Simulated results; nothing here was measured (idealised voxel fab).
The process module that follows is named voxel self aligned contacts.
Displayed cross-section: cut, width of 290 nm, square cells sized 5 nm.
Cross-section format: a grid of square cells, given as bands from top to bottom; each band is one or more rows of cells.
Heads up on the band format: heights come first, top then bottom, in nm. After that it's the materials left to right, each with its width in nm. A single material flagged "everywhere" fills the whole band edge to edge, and "air" means there's empty space there.
Note: height 0 marks the level under which the wafer is uniformly one material as received. Lowest band unbounded below, written "0 nm and below".
Quick explanation for "30..40": the width changes in equal steps down the rows of cells, from the first number in the band's top row to the second number in its bottom row.
Given "no alteration" for a step, no cell of the cross-section differs between before and after that step.
"closed voids": sealed empty spaces, 8 cells or more, no open way to top, listed width x height at distance, with distance from the left edge and width, height and distance in nm.
Anything after a step's settings on that line? It's the simulator's own note about the step.
overlay nm, on a step with a mask: how far to the right of its planned place the mask lay; to the left if negative
**The following list gives the planned process steps**
step 1: RECEIVE, material Si
step 2: CONFORMAL_DEP, material SiO2, thk nm 5
step 3: DIRECTIONAL_DEP, material polySi, thk nm 20
step 4: DIRECTIONAL_DEP, material SiN, thk nm 25
step 5: DIRECTIONAL_DEP, material aC, thk nm 15
step 6: PATTERN, tone cover, mask id GATE, material resist, width nm 30, pitch nm 65, thk nm 35, overlay nm 0
step 7: DIRECTIONAL_ETCH, etch materials aC, depth nm 15
step 8: STRIP, etch materials resist
step 9: DIRECTIONAL_ETCH, etch materials SiN, depth nm 25
step 10: DIRECTIONAL_ETCH, etch materials polySi, depth nm 20
step 11: STRIP, etch materials aC
step 12: CONFORMAL_DEP, material SiN, thk nm 10
step 13: DIRECTIONAL_ETCH, etch materials SiN, depth nm 10
step 14: FILL_DEP, material SiO2, thk nm 15
step 15: CMP, height nm 60
step 16: DIRECTIONAL_DEP, material aC, thk nm 10
step 17: PATTERN, tone open, mask id CONTACT, material resist, width nm 45, pitch nm 65, thk nm 25, overlay nm 0
step 18: DIRECTIONAL_ETCH, etch materials aC, depth nm 10
step 19: STRIP, etch materials resist
step 20: DIRECTIONAL_ETCH, etch materials SiO2, depth nm 60
step 21: STRIP, etch materials aC
step 22: CONFORMAL_DEP, material TiN, thk nm 5
step 23: FILL_DEP, material Ru, thk nm 10
step 24: CMP, height nm 60
step 25: CONFORMAL_DEP, material SiN, thk nm 5
**Incoming wafer in cross-section (state: after step 1)**
0 nm and below | Si everywhere
closed voids: none
**Cross-sectional view of the first of the two wafers upon completion of the module, processed in accordance with the plan**
65 nm to 60 nm | SiN everywhere
60 nm to 50 nm | SiO2=90  TiN=5..20  Ru=35..5  TiN=5..20  SiO2=20  TiN=5..20  Ru=35..5  TiN=5..20  SiO2=90
50 nm to 25 nm | SiO2=55  SiN=50  TiN=5  Ru=5  TiN=5  SiN=50  TiN=5  Ru=5  TiN=5  SiN=50  SiO2=55
25 nm to 5 nm | SiO2=55  SiN=10  polySi=30  SiN=10  TiN=5  Ru=5  TiN=5  SiN=10  polySi=30  SiN=10  TiN=5  Ru=5  TiN=5  SiN=10  polySi=30  SiN=10  SiO2=55
5 nm to 0 nm | SiO2=105  TiN=15  SiO2=50  TiN=15  SiO2=105
0 nm and below | Si everywhere
closed voids: none
**End of module, second wafer, cross-section. Started like the first, planned like the first, run with one mistake**
65 nm to 60 nm | SiN everywhere
60 nm to 50 nm | SiO2=85  TiN=5..25  Ru=35..5  TiN=5..15  SiO2=20  TiN=5..25  Ru=35..5  TiN=5..15  SiO2=95
50 nm to 25 nm | SiO2=55  SiN=50  TiN=5  Ru=5  TiN=5  SiN=50  TiN=5  Ru=5  TiN=5  SiN=50  SiO2=55
25 nm to 5 nm | SiO2=55  SiN=10  polySi=30  SiN=10  TiN=5  Ru=5  TiN=5  SiN=10  polySi=30  SiN=10  TiN=5  Ru=5  TiN=5  SiN=10  polySi=30  SiN=10  SiO2=55
5 nm to 0 nm | SiO2=105  TiN=15  SiO2=50  TiN=15  SiO2=105
0 nm and below | Si everywhere
closed voids: none
Against the plan, the run slipped here: off-plan run, step 17, actual operation and settings PATTERN, tone open, mask id CONTACT, material resist, width nm 45, pitch nm 65, thk nm 25, overlay nm -5
Upon completion, the cell count for each material on the second wafer equals that on the first, whereas the spatial distribution of those cells differs.
